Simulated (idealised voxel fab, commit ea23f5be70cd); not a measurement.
process module | voxel trench capacitor
cross-section cut | 280 nm wide | cells 5 nm
A cross-section is a grid of square cells, given in bands from the top down. A band is one or more rows of cells.
Each band's line starts with the height of the band's top and of its bottom, in nm. Then come its materials from left to right, each with its width in nm. One material with "throughout" fills the band from edge to edge. "air" is empty space.
Height 0 is the level under which the wafer as received is all one material. The lowest band goes on downwards, as in "0 down".
A width such as "30 to 40" changes by the same amount from each row of cells to the next, from the band's top row to its bottom row.
"no change" after a step means that no cell of the cross-section changed.
closed voids: empty space of 8 cells or more with no open way to the top, each as width x height at its distance from the left edge, in nm
after a step's settings: what the simulator itself notes on the step
overlay nm, on a step with a mask: how far to the right of its planned place the mask lay; to the left if negative
plan
1 op RECEIVE | material Si
2 op CONFORMAL_DEP | material SiN | thk nm 10
3 op MASKED_ETCH | tone open | mask id TRENCH | width nm 20 | pitch nm 40 | etch materials SiN | depth nm 10 | overlay nm 0
4 op MASKED_ETCH | tone open | mask id TRENCH | width nm 20 | pitch nm 40 | etch materials Si | depth nm 40 | overlay nm 0
5 op CONFORMAL_DEP | material SiO2 | thk nm 5
6 op FILL_DEP | material polySi | thk nm 10
7 op CMP | height nm 10
first wafer, as planned
as received, after step 1
  0 down: Si throughout
  closed voids: none
after step 2
  10 to 0: SiN throughout
  below 0: unchanged
after step 3
  10 to 0: SiN 90 | air 20 | SiN 20 | air 20 | SiN 20 | air 20 | SiN 90
  below 0: unchanged
after step 4
  10 to 0: SiN 90 | air 20 | SiN 20 | air 20 | SiN 20 | air 20 | SiN 90
  0 to -40: Si 90 | air 20 | Si 20 | air 20 | Si 20 | air 20 | Si 90
  below -40: unchanged
after step 5
  15 to 10: SiO2 95 | air 10 | SiO2 30 | air 10 | SiO2 30 | air 10 | SiO2 95
  10 to 0: SiN 90 | SiO2 5 | air 10 | SiO2 5 | SiN 20 | SiO2 5 | air 10 | SiO2 5 | SiN 20 | SiO2 5 | air 10 | SiO2 5 | SiN 90
  0 to -35: Si 90 | SiO2 5 | air 10 | SiO2 5 | Si 20 | SiO2 5 | air 10 | SiO2 5 | Si 20 | SiO2 5 | air 10 | SiO2 5 | Si 90
  -35 to -40: Si 90 | SiO2 20 | Si 20 | SiO2 20 | Si 20 | SiO2 20 | Si 90
  below -40: unchanged
after step 6
  25 to 15: polySi throughout
  15 to 10: SiO2 95 | polySi 10 | SiO2 30 | polySi 10 | SiO2 30 | polySi 10 | SiO2 95
  10 to 0: SiN 90 | SiO2 5 | polySi 10 | SiO2 5 | SiN 20 | SiO2 5 | polySi 10 | SiO2 5 | SiN 20 | SiO2 5 | polySi 10 | SiO2 5 | SiN 90
  0 to -35: Si 90 | SiO2 5 | polySi 10 | SiO2 5 | Si 20 | SiO2 5 | polySi 10 | SiO2 5 | Si 20 | SiO2 5 | polySi 10 | SiO2 5 | Si 90
  below -35: unchanged
after step 7
  10 to 0: SiN 90 | SiO2 5 | polySi 10 | SiO2 5 | SiN 20 | SiO2 5 | polySi 10 | SiO2 5 | SiN 20 | SiO2 5 | polySi 10 | SiO2 5 | SiN 90
  below 0: unchanged
second wafer: like start, like plan, one mistake. Through step 6 it matches the first wafer
when step 7 should have ended
  20 to 15: polySi throughout
  below 15: unchanged
what went wrong: step 7 ran as: op CMP | height nm 20
at the end the second wafer has, in cells: 50 more of SiO2 | 62 more of polySi
